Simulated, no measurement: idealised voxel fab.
Process module name: voxel wiring stack
Each square cell in cross-section cut measures 5 nm, and the section as a whole is 200 nm wide.
Just so we're on the same page, the cross-sections are grids of square cells, and they're listed out in bands top to bottom, each band one or more rows deep.
Band: top height; bottom height; in nm. Then, left to right: material with width in nm, for each material. "full width": a single material spanning edge to edge. "empty": empty space.
Below 0: as-received wafer, all one material; heights counted from there. Lowest band: no bottom, goes on down, written "from 0 down".
Think of "30 to 40" as a width that walks from the first number to the second as you go down the band, top row to bottom row, taking equal-sized steps from row to row.
You'll sometimes find "remained the same" written for a step, and that's the way of saying that nowhere in the cross-section did a cell change during that step.
Trapped cavities: empty space of 8 cells or more with no open way to the top, each as width x height at its distance from the left edge, in nm
On each step's line, the part that comes after the settings is the simulator's own comment on the step.
A step's line can hold "overlay nm"; with a mask on that step, the setting says how far right of the planned place the mask lay, while a negative setting says it lay to the left.
INTENDED PROCESS STEPS
1. RECEIVE, material Si
2. CONFORMAL_DEP, material SiO2, thk nm 10
3. DIRECTIONAL_DEP, material TiN, thk nm 5
4. DIRECTIONAL_DEP, material W, thk nm 25
5. DIRECTIONAL_DEP, material aC, thk nm 15
6. PATTERN, tone cover, mask id METAL_1, material resist, width nm 20, pitch nm 40, thk nm 35, overlay nm 0
7. DIRECTIONAL_ETCH, etch materials aC, depth nm 15
8. STRIP, etch materials resist
9. DIRECTIONAL_ETCH, etch materials W, depth nm 25
10. DIRECTIONAL_ETCH, etch materials TiN, depth nm 5
11. STRIP, etch materials aC
12. FILL_DEP, material lowk, thk nm 5
13. CMP, height nm 40
14. CONFORMAL_DEP, material SiCN, thk nm 5
15. DIRECTIONAL_DEP, material lowk, thk nm 10
16. DIRECTIONAL_DEP, material aC, thk nm 15
17. PATTERN, tone open, mask id PLUG_1, material resist, width nm 15, pitch nm 40, thk nm 35, overlay nm 0
18. DIRECTIONAL_ETCH, etch materials aC, depth nm 15
19. STRIP, etch materials resist
20. DIRECTIONAL_ETCH, etch materials lowk, depth nm 10
21. DIRECTIONAL_ETCH, etch materials SiCN, depth nm 5
22. STRIP, etch materials aC
23. EPI, material Ru, thk nm 10
24. EPI, material Ru, thk nm 5
25. CONFORMAL_DEP, material SiN, thk nm 5
26. DIRECTIONAL_DEP, material SiO2, thk nm 15
27. MASKED_ETCH, tone open, mask id METAL_2, width nm 20, pitch nm 40, etch materials SiO2, depth nm 15, overlay nm 0
28. MASKED_ETCH, tone open, mask id METAL_2, width nm 20, pitch nm 40, etch materials SiN, depth nm 5, overlay nm 0
29. CONFORMAL_DEP, material TiN, thk nm 5
30. FILL_DEP, material W, thk nm 5
31. CMP, height nm 75
32. EPI, material Ru, thk nm 5
33. FILL_DEP, material SiCN, thk nm 5
34. DIRECTIONAL_DEP, material SiO2, thk nm 15
35. DIRECTIONAL_DEP, material aC, thk nm 10
36. PATTERN, tone open, mask id PLUG_2, material resist, width nm 15, pitch nm 40, thk nm 25, overlay nm 0
37. DIRECTIONAL_ETCH, etch materials aC, depth nm 10
38. STRIP, etch materials resist
39. DIRECTIONAL_ETCH, etch materials SiO2, depth nm 15
40. DIRECTIONAL_ETCH, etch materials SiCN, depth nm 5
41. STRIP, etch materials aC
42. EPI, material Ru, thk nm 10
43. EPI, material Ru, thk nm 10
44. DIRECTIONAL_DEP, material TiN, thk nm 5
45. DIRECTIONAL_DEP, material W, thk nm 15
46. MASKED_ETCH, tone cover, mask id METAL_3, width nm 20, pitch nm 40, etch materials W, depth nm 15, overlay nm 0
47. MASKED_ETCH, tone cover, mask id METAL_3, width nm 20, pitch nm 40, etch materials TiN, depth nm 5, overlay nm 0
48. FILL_DEP, material SiO2, thk nm 10
49. CMP, height nm 120
50. CONFORMAL_DEP, material SiN, thk nm 5
For clarity, it should be stated that the wafers under discussion commence in an identical condition and differ with respect to the thk nm of step 25, the plan indicating the value that the first wafer had.
RECEIVED CONDITION OF THE FIRST OF SEVERAL WAFERS, SECTIONED: POST-STEP 1
- from 0 down = Si full width
- Trapped cavities: none
END OF THE MODULE, PAST ITS LAST STEP, STEP 50: HOW THE FIRST OF SEVERAL WAFERS LOOKS IN CROSS-SECTION
- from 125 to 120 = SiN full width
- from 120 to 105 = SiO2 (50)  W (20)  SiO2 (20)  W (20)  SiO2 (20)  W (20)  SiO2 (50)
- from 105 to 100 = SiO2 (50)  TiN (20)  SiO2 (20)  TiN (20)  SiO2 (20)  TiN (20)  SiO2 (50)
- from 100 to 85 = SiO2 (50)  Ru (15)  SiO2 (25)  Ru (15)  SiO2 (25)  Ru (15)  SiO2 (55)
- from 85 to 75 = SiCN (50 to 45)  Ru (15 to 30)  SiCN (25 to 10)  Ru (15 to 30)  SiCN (25 to 10)  Ru (15 to 30)  SiCN (55 to 45)
- from 75 to 60 = SiO2 (50)  TiN (5)  W (10)  TiN (5)  SiO2 (20)  TiN (5)  W (10)  TiN (5)  SiO2 (20)  TiN (5)  W (10)  TiN (5)  SiO2 (50)
- from 60 to 55 = SiN (50)  TiN (20)  SiN (20)  TiN (20)  SiN (20)  TiN (20)  SiN (50)
- from 55 to 45 = lowk (50)  Ru (15)  lowk (25)  Ru (15)  lowk (25)  Ru (15)  lowk (55)
- from 45 to 40 = SiCN (50)  Ru (15)  SiCN (25)  Ru (15)  SiCN (25)  Ru (15)  SiCN (55)
- from 40 to 15 = lowk (50)  W (20)  lowk (20)  W (20)  lowk (20)  W (20)  lowk (50)
- from 15 to 10 = lowk (50)  TiN (20)  lowk (20)  TiN (20)  lowk (20)  TiN (20)  lowk (50)
- from 10 to 0 = SiO2 full width
- from 0 down = Si full width
- Trapped cavities: none
END OF MODULE, LAST WAFER SECTIONED
- from 125 to 120 = SiN full width
- from 120 to 105 = SiO2 (50)  W (20)  SiO2 (20)  W (20)  SiO2 (20)  W (20)  SiO2 (50)
- from 105 to 100 = SiO2 (50)  TiN (20)  SiO2 (20)  TiN (20)  SiO2 (20)  TiN (20)  SiO2 (50)
- from 100 to 85 = SiO2 (50)  Ru (15)  SiO2 (25)  Ru (15)  SiO2 (25)  Ru (15)  SiO2 (55)
- from 85 to 75 = SiCN (50 to 45)  Ru (15 to 30)  SiCN (25 to 10)  Ru (15 to 30)  SiCN (25 to 10)  Ru (15 to 30)  SiCN (55 to 45)
- from 75 to 70 = SiN (50)  TiN (20)  SiN (20)  TiN (20)  SiN (20)  TiN (20)  SiN (50)
- from 70 to 55 = SiN full width
- from 55 to 45 = lowk (50)  Ru (15)  lowk (25)  Ru (15)  lowk (25)  Ru (15)  lowk (55)
- from 45 to 40 = SiCN (50)  Ru (15)  SiCN (25)  Ru (15)  SiCN (25)  Ru (15)  SiCN (55)
- from 40 to 15 = lowk (50)  W (20)  lowk (20)  W (20)  lowk (20)  W (20)  lowk (50)
- from 15 to 10 = lowk (50)  TiN (20)  lowk (20)  TiN (20)  lowk (20)  TiN (20)  lowk (50)
- from 10 to 0 = SiO2 full width
- from 0 down = Si full width
- Trapped cavities: none
BELOW IS A PER-WAFER TABLE. IN IT, EACH ROW DESCRIBES THE WAFER AT THE END OF THE MODULE BY GIVING, FOR EACH MATERIAL, THE NUMBER OF CELLS GAINED (+) OR LOST (-) SINCE THE WAFER WAS RECEIVED, AND AFTER THAT THE CLOSED VOIDS OF THE WAFER
thk nm 5; +81 Ru; +84 SiCN; +68 SiN; +369 SiO2; +54 TiN; +114 W; +230 lowk; Trapped cavities: none
thk nm 10; +81 Ru; +84 SiCN; +108 SiN; +341 SiO2; +48 TiN; +108 W; +230 lowk; Trapped cavities: none
thk nm 15; +81 Ru; +84 SiCN; +148 SiN; +313 SiO2; +42 TiN; +102 W; +230 lowk; Trapped cavities: none
thk nm 20; +81 Ru; +84 SiCN; +188 SiN; +285 SiO2; +36 TiN; +96 W; +230 lowk; Trapped cavities: none
